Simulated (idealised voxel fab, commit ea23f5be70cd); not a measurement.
The process module presented herein is designated voxel transistor to metal.
Cross-section cut spans 185 nm and uses square cells 5 nm in size.
Cross-section layout: square cells on a grid; listed as bands, top to bottom; a band spans one or more cell rows. Each band's line starts with the height of the band's top and of its bottom, in nm. Then come its materials from left to right, each with its width in nm. One material with "full width" fills the band from edge to edge. "empty" is empty space. Height 0 is the level under which the wafer as received is all one material. The lowest band goes on downwards, as in "0 nm and below". Think of "30->40" as a width that walks from the first number to the second as you go down the band, top row to bottom row, taking equal-sized steps from row to row. "nothing got changed", as given for a step, is the statement that not any cell of the cross-section underwent a change during that step. Under "Closed void entries" you'll find the enclosed gaps, the ones with no way out to the top, that are 8 cells or bigger; each reads width x height at distance, with distance counted from the left edge, everything in nm. That trailing text on a step's line, after the settings, is the simulator's own remark on the step. You can add "overlay nm" to a step's line. For a step with a mask, it describes how far the mask lay to the right of its planned position, and a negative number describes a lay to the left.
# Set out below are the planned steps of the process
step 1: RECEIVE, material Si
step 2: OXIDIZE, depth nm 5
step 3: CONFORMAL_DEP, material SiN, thk nm 15
step 4: PATTERN, tone cover, mask id ACTIVE, material resist, width nm 115, thk nm 15, overlay nm 0
step 5: DIRECTIONAL_ETCH, etch materials SiN, depth nm 15
step 6: DIRECTIONAL_ETCH, etch materials SiO2, depth nm 5
step 7: DIRECTIONAL_ETCH, etch materials Si, depth nm 30
step 8: STRIP, etch materials resist
step 9: OXIDIZE, depth nm 5
step 10: FILL_DEP, material SiO2, thk nm 10
step 11: CMP, height nm 15
step 12: SELECTIVE_ETCH, etch materials SiO2, depth nm 10
step 13: STRIP, etch materials SiN
step 14: SELECTIVE_ETCH, etch materials SiO2, depth nm 5
step 15: OXIDIZE, depth nm 5
step 16: DIRECTIONAL_DEP, material polySi, thk nm 30
step 17: DIRECTIONAL_DEP, material SiCN, thk nm 15
step 18: PATTERN, tone cover, mask id GATE, material resist, width nm 35, thk nm 20, overlay nm 0
step 19: DIRECTIONAL_ETCH, etch materials SiCN, depth nm 25
step 20: DIRECTIONAL_ETCH, etch materials polySi, depth nm 40
step 21: STRIP, etch materials resist
step 22: CONFORMAL_DEP, material SiN, thk nm 5
step 23: DIRECTIONAL_ETCH, etch materials SiN, depth nm 5
step 24: DIRECTIONAL_ETCH, etch materials SiO2, depth nm 5
step 25: DIRECTIONAL_ETCH, etch materials Si, depth nm 10
step 26: EPI, material pSi, thk nm 15
step 27: FILL_DEP, material SiO2, thk nm 5
step 28: CMP, height nm 25
step 29: STRIP, etch materials polySi
step 30: SELECTIVE_ETCH, etch materials SiO2, depth nm 5
step 31: CONFORMAL_DEP, material HfO2, thk nm 5
step 32: CONFORMAL_DEP, material TiN, thk nm 5
step 33: FILL_DEP, material W, thk nm 10
step 34: CMP, height nm 20
step 35: DIRECTIONAL_DEP, material SiO2, thk nm 10
step 36: PATTERN, tone open, mask id CONTACT, material resist, width nm 15, pitch nm 90, thk nm 15, overlay nm 0
step 37: DIRECTIONAL_ETCH, etch materials SiO2, depth nm 35
step 38: STRIP, etch materials resist
step 39: CONFORMAL_DEP, material TiN, thk nm 5
step 40: FILL_DEP, material W, thk nm 10
step 41: CMP, height nm 30
step 42: CONFORMAL_DEP, material SiCN, thk nm 5
step 43: DIRECTIONAL_DEP, material lowk, thk nm 25
step 44: PATTERN, tone open, mask id METAL_1, material resist, width nm 15, pitch nm 90, thk nm 15, overlay nm 0
step 45: DIRECTIONAL_ETCH, etch materials lowk, depth nm 25
step 46: DIRECTIONAL_ETCH, etch materials SiCN, depth nm 5
step 47: STRIP, etch materials resist
step 48: CONFORMAL_DEP, material TiN, thk nm 5
step 49: FILL_DEP, material Cu, thk nm 10
step 50: CMP, height nm 60
step 51: EPI, material Ru, thk nm 5
step 52: FILL_DEP, material SiCN, thk nm 5
step 53: DIRECTIONAL_DEP, material lowk, thk nm 30
step 54: MASKED_ETCH, tone open, mask id METAL_2, width nm 15, pitch nm 90, etch materials lowk, depth nm 20, overlay nm 0
step 55: PATTERN, tone open, mask id METAL_2_HOLES, material resist, width nm 15, pitch nm 90, thk nm 20, overlay nm 0
step 56: DIRECTIONAL_ETCH, etch materials lowk, depth nm 10
step 57: DIRECTIONAL_ETCH, etch materials SiCN, depth nm 5
step 58: STRIP, etch materials resist
step 59: CONFORMAL_DEP, material TiN, thk nm 5
step 60: FILL_DEP, material Cu, thk nm 5
step 61: CMP, height nm 100
step 62: CONFORMAL_DEP, material SiCN, thk nm 5
# Cross-section: wafer on arrival = after step 1
    0 nm and below | Si full width
    Closed void entries: none
# Here's the cross-section of the first of our two wafers at the end of the module - it ran as planned
    105 nm to 100 nm | SiCN full width
    100 nm to 70 nm | lowk (40) / TiN (5) / Cu (5) / TiN (5) / lowk (75) / TiN (5) / Cu (5) / TiN (5) / lowk (40)
    70 nm to 65 nm | SiCN (40) / TiN (15) / SiCN (75) / TiN (15) / SiCN (40)
    65 nm to 60 nm | SiCN (35) / Ru (25) / SiCN (65) / Ru (25) / SiCN (35)
    60 nm to 35 nm | lowk (40) / TiN (5) / Cu (5) / TiN (5) / lowk (75) / TiN (5) / Cu (5) / TiN (5) / lowk (40)
    35 nm to 30 nm | SiCN (40) / TiN (15) / SiCN (75) / TiN (15) / SiCN (40)
    30 nm to 20 nm | SiO2 (40) / TiN (5) / W (5) / TiN (5) / SiO2 (75) / TiN (5) / W (5) / TiN (5) / SiO2 (40)
    20 nm to 5 nm | SiO2 (40) / TiN (5) / W (5) / TiN (5) / SiO2 (15) / SiN (5) / HfO2 (5) / TiN (5) / W (15) / TiN (5) / HfO2 (5) / SiN (5) / SiO2 (15) / TiN (5) / W (5) / TiN (5) / SiO2 (40)
    5 nm to 0 nm | SiO2 (40) / TiN (5) / W (5) / TiN (5) / pSi (15) / SiN (5) / HfO2 (5) / TiN (5) / W (15) / TiN (5) / HfO2 (5) / SiN (5) / pSi (15) / TiN (5) / W (5) / TiN (5) / SiO2 (40)
    0 nm to -5 nm | SiO2 (30) / SiN (5) / SiO2 (5) / TiN (15) / pSi (15) / SiN (5) / HfO2 (5) / TiN (25) / HfO2 (5) / SiN (5) / pSi (15) / TiN (15) / SiO2 (5) / SiN (5) / SiO2 (30)
    -5 nm to -10 nm | SiO2 (35) / pSi (35) / HfO2 (45) / pSi (35) / SiO2 (35)
    -10 nm to -20 nm | SiO2 (40) / pSi (30) / Si (45) / pSi (30) / SiO2 (40)
    -20 nm to -40 nm | SiO2 (40) / Si (105) / SiO2 (40)
    -40 nm and below | Si full width
    Closed void entries: none
# Cross-sectional view of the second of two wafers upon completion of the module. This wafer shared its starting condition and process plan with the first; one error was made during its execution
    105 nm to 100 nm | SiCN full width
    100 nm to 85 nm | lowk (40) / TiN (5) / Cu (5) / TiN (5) / lowk (75) / TiN (5) / Cu (5) / TiN (5) / lowk (40)
    85 nm to 80 nm | SiCN (40) / TiN (15) / SiCN (75) / TiN (15) / SiCN (40)
    80 nm to 75 nm | Ru full width
    75 nm to 65 nm | Cu full width
    65 nm to 60 nm | TiN (45) / Cu (5) / TiN (85) / Cu (5) / TiN (45)
    60 nm to 35 nm | lowk (40) / TiN (5) / Cu (5) / TiN (5) / lowk (75) / TiN (5) / Cu (5) / TiN (5) / lowk (40)
    35 nm to 30 nm | SiCN (40) / TiN (15) / SiCN (75) / TiN (15) / SiCN (40)
    30 nm to 20 nm | SiO2 (40) / TiN (5) / W (5) / TiN (5) / SiO2 (75) / TiN (5) / W (5) / TiN (5) / SiO2 (40)
    20 nm to 5 nm | SiO2 (40) / TiN (5) / W (5) / TiN (5) / SiO2 (15) / SiN (5) / HfO2 (5) / TiN (5) / W (15) / TiN (5) / HfO2 (5) / SiN (5) / SiO2 (15) / TiN (5) / W (5) / TiN (5) / SiO2 (40)
    5 nm to 0 nm | SiO2 (40) / TiN (5) / W (5) / TiN (5) / pSi (15) / SiN (5) / HfO2 (5) / TiN (5) / W (15) / TiN (5) / HfO2 (5) / SiN (5) / pSi (15) / TiN (5) / W (5) / TiN (5) / SiO2 (40)
    0 nm to -5 nm | SiO2 (30) / SiN (5) / SiO2 (5) / TiN (15) / pSi (15) / SiN (5) / HfO2 (5) / TiN (25) / HfO2 (5) / SiN (5) / pSi (15) / TiN (15) / SiO2 (5) / SiN (5) / SiO2 (30)
    -5 nm to -10 nm | SiO2 (35) / pSi (35) / HfO2 (45) / pSi (35) / SiO2 (35)
    -10 nm to -20 nm | SiO2 (40) / pSi (30) / Si (45) / pSi (30) / SiO2 (40)
    -20 nm to -40 nm | SiO2 (40) / Si (105) / SiO2 (40)
    -40 nm and below | Si full width
    Closed void entries: none
Which mistake was made when the wafer was run? skipped: plan step 50 (never run)
Final tally in cells, some materials are higher or lower on the second wafer than on the first: 70 more of Cu | 27 more of Ru | 27 fewer of SiCN | 23 more of TiN | 93 fewer of lowk
